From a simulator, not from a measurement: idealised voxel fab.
process module | voxel transistor to metal
cross-section cut | 185 nm wide | cells 5 nm
A cross-section is a grid of square cells, given in bands from the top down. A band is one or more rows of cells.
Each band's line starts with the height of the band's top and of its bottom, in nm. Then come its materials from left to right, each with its width in nm. One material with "throughout" fills the band from edge to edge. "air" is empty space.
Height 0 is the level under which the wafer as received is all one material. The lowest band goes on downwards, as in "0 down".
A width such as "30 to 40" changes by the same amount from each row of cells to the next, from the band's top row to its bottom row.
"no change" after a step means that no cell of the cross-section changed.
closed voids: empty space of 8 cells or more with no open way to the top, each as width x height at its distance from the left edge, in nm
after a step's settings: what the simulator itself notes on the step
overlay nm, on a step with a mask: how far to the right of its planned place the mask lay; to the left if negative
plan
1 op RECEIVE | material Si
2 op CONFORMAL_DEP | material SiO2 | thk nm 5
3 op CONFORMAL_DEP | material SiN | thk nm 10
4 op MASKED_ETCH | tone cover | mask id ACTIVE | width nm 100 | etch materials SiN | depth nm 10 | overlay nm 0
5 op MASKED_ETCH | tone cover | mask id ACTIVE | width nm 100 | etch materials SiO2 | depth nm 5 | overlay nm 0
6 op MASKED_ETCH | tone cover | mask id ACTIVE | width nm 100 | etch materials Si | depth nm 30 | overlay nm 0
7 op FILL_DEP | material SiO2 | thk nm 15
8 op CMP | height nm 15
9 op SELECTIVE_ETCH | etch materials SiO2 | depth nm 5
10 op STRIP | etch materials SiN
11 op SELECTIVE_ETCH | etch materials SiO2 | depth nm 5
12 op OXIDIZE | depth nm 5
13 op DIRECTIONAL_DEP | material polySi | thk nm 30
14 op DIRECTIONAL_DEP | material SiCN | thk nm 15
15 op MASKED_ETCH | tone cover | mask id GATE | width nm 20 | etch materials SiCN | depth nm 25 | overlay nm 0
16 op MASKED_ETCH | tone cover | mask id GATE | width nm 20 | etch materials polySi | depth nm 40 | overlay nm 0
17 op CONFORMAL_DEP | material SiN | thk nm 10
18 op DIRECTIONAL_ETCH | etch materials SiN | depth nm 10
19 op DIRECTIONAL_ETCH | etch materials SiO2 | depth nm 5
20 op DIRECTIONAL_ETCH | etch materials Si | depth nm 5
21 op EPI | material SiGe | thk nm 5
22 op FILL_DEP | material SiO2 | thk nm 10
23 op CMP | height nm 45
24 op DIRECTIONAL_DEP | material SiO2 | thk nm 10
25 op MASKED_ETCH | tone open | mask id CONTACT | width nm 20 | pitch nm 70 | etch materials SiO2 | depth nm 60 | overlay nm 0
26 op CONFORMAL_DEP | material TiN | thk nm 5
27 op FILL_DEP | material Ru | thk nm 10
28 op CMP | height nm 55
29 op CONFORMAL_DEP | material SiN | thk nm 5
30 op DIRECTIONAL_DEP | material SiO2 | thk nm 15
31 op PATTERN | tone open | mask id METAL_1 | material resist | width nm 20 | pitch nm 70 | thk nm 15 | overlay nm 0
32 op DIRECTIONAL_ETCH | etch materials SiO2 | depth nm 15
33 op DIRECTIONAL_ETCH | etch materials SiN | depth nm 5
34 op STRIP | etch materials resist
35 op CONFORMAL_DEP | material TiN | thk nm 5
36 op FILL_DEP | material Cu | thk nm 10
37 op CMP | height nm 75
38 op CONFORMAL_DEP | material SiCN | thk nm 5
39 op DIRECTIONAL_DEP | material lowk | thk nm 30
40 op MASKED_ETCH | tone open | mask id METAL_2_HOLES | width nm 15 | pitch nm 70 | etch materials lowk | depth nm 30 | overlay nm 0
41 op MASKED_ETCH | tone open | mask id METAL_2 | width nm 20 | pitch nm 70 | etch materials lowk | depth nm 15 | overlay nm 0
42 op MASKED_ETCH | tone open | mask id METAL_2 | width nm 20 | pitch nm 70 | etch materials SiCN | depth nm 5 | overlay nm 0
43 op CONFORMAL_DEP | material TiN | thk nm 5
44 op FILL_DEP | material Cu | thk nm 5
45 op CMP | height nm 110
46 op CONFORMAL_DEP | material SiN | thk nm 5
as received, after step 1
  0 down: Si throughout
  closed voids: none
first wafer at the end, as planned
  115 to 110: SiN throughout
  110 to 100: lowk 45 | TiN 5 | Cu 10 | TiN 5 | lowk 50 | TiN 5 | Cu 10 | TiN 5 | lowk 50
  100 to 95: lowk 45 | TiN 5 | Cu 5 | TiN 10 | lowk 50 | TiN 5 | Cu 5 | TiN 10 | lowk 50
  95 to 80: lowk 45 | TiN 5 | Cu 5 | TiN 5 | lowk 55 | TiN 5 | Cu 5 | TiN 5 | lowk 55
  80 to 75: SiCN 45 | TiN 15 | SiCN 55 | TiN 15 | SiCN 55
  75 to 60: SiO2 45 | TiN 5 | Cu 10 | TiN 5 | SiO2 50 | TiN 5 | Cu 10 | TiN 5 | SiO2 50
  60 to 55: SiN 45 | TiN 20 | SiN 50 | TiN 20 | SiN 50
  55 to 45: SiO2 45 | TiN 5 | Ru 10 | TiN 5 | SiO2 50 | TiN 5 | Ru 10 | TiN 5 | SiO2 50
  45 to 30: SiO2 45 | TiN 5 | Ru 10 | TiN 5 | SiO2 5 | SiN 10 | SiCN 20 | SiN 10 | SiO2 5 | TiN 5 | Ru 10 | TiN 5 | SiO2 50
  30 to 5: SiO2 45 | TiN 5 | Ru 10 | TiN 5 | SiO2 5 | SiN 10 | polySi 20 | SiN 10 | SiO2 5 | TiN 5 | Ru 10 | TiN 5 | SiO2 50
  5 to 0: SiO2 35 | SiN 10 | TiN 10 | Ru 5 | TiN 5 | SiO2 5 | SiN 10 | polySi 20 | SiN 10 | SiO2 5 | TiN 5 | Ru 5 | TiN 10 | SiN 10 | SiO2 40
  0 to -5: SiO2 45 | SiGe 5 | TiN 15 | SiGe 5 | SiO2 40 | SiGe 5 | TiN 15 | SiGe 5 | SiO2 50
  -5 to -10: SiO2 40 | Si 5 | SiGe 25 | Si 40 | SiGe 25 | Si 5 | SiO2 45
  -10 to -30: SiO2 40 | Si 100 | SiO2 45
  -30 down: Si throughout
  closed voids: none
second wafer at the end: like start, like plan, one mistake
  115 to 110: SiN throughout
  110 to 100: lowk 45 | TiN 5 | Cu 10 | TiN 5 | lowk 50 | TiN 5 | Cu 10 | TiN 5 | lowk 50
  100 to 95: lowk 45 | TiN 5 | Cu 5 | TiN 10 | lowk 50 | TiN 5 | Cu 5 | TiN 10 | lowk 50
  95 to 80: lowk 45 | TiN 5 | Cu 5 | TiN 5 | lowk 55 | TiN 5 | Cu 5 | TiN 5 | lowk 55
  80 to 75: SiCN 45 | TiN 15 | SiCN 55 | TiN 15 | SiCN 55
  75 to 60: SiO2 45 | TiN 5 | Cu 10 | TiN 5 | SiO2 50 | TiN 5 | Cu 10 | TiN 5 | SiO2 50
  60 to 55: SiN 45 | TiN 20 | SiN 50 | TiN 20 | SiN 50
  55 to 45: SiO2 45 | TiN 5 | Cu 10 | TiN 5 | SiO2 50 | TiN 5 | Cu 10 | TiN 5 | SiO2 50
  45 to 30: SiO2 45 | TiN 5 | Cu 10 | TiN 5 | SiO2 5 | SiN 10 | SiCN 20 | SiN 10 | SiO2 5 | TiN 5 | Cu 10 | TiN 5 | SiO2 50
  30 to 5: SiO2 45 | TiN 5 | Cu 10 | TiN 5 | SiO2 5 | SiN 10 | polySi 20 | SiN 10 | SiO2 5 | TiN 5 | Cu 10 | TiN 5 | SiO2 50
  5 to 0: SiO2 35 | SiN 10 | TiN 10 | Cu 5 | TiN 5 | SiO2 5 | SiN 10 | polySi 20 | SiN 10 | SiO2 5 | TiN 5 | Cu 5 | TiN 10 | SiN 10 | SiO2 40
  0 to -5: SiO2 45 | SiGe 5 | TiN 15 | SiGe 5 | SiO2 40 | SiGe 5 | TiN 15 | SiGe 5 | SiO2 50
  -5 to -10: SiO2 40 | Si 5 | SiGe 25 | Si 40 | SiGe 25 | Si 5 | SiO2 45
  -10 to -30: SiO2 40 | Si 100 | SiO2 45
  -30 down: Si throughout
  closed voids: none
what went wrong: step 27 ran as: op FILL_DEP | material Cu | thk nm 10
at the end the second wafer has, in cells: 42 more of Cu | 42 fewer of Ru
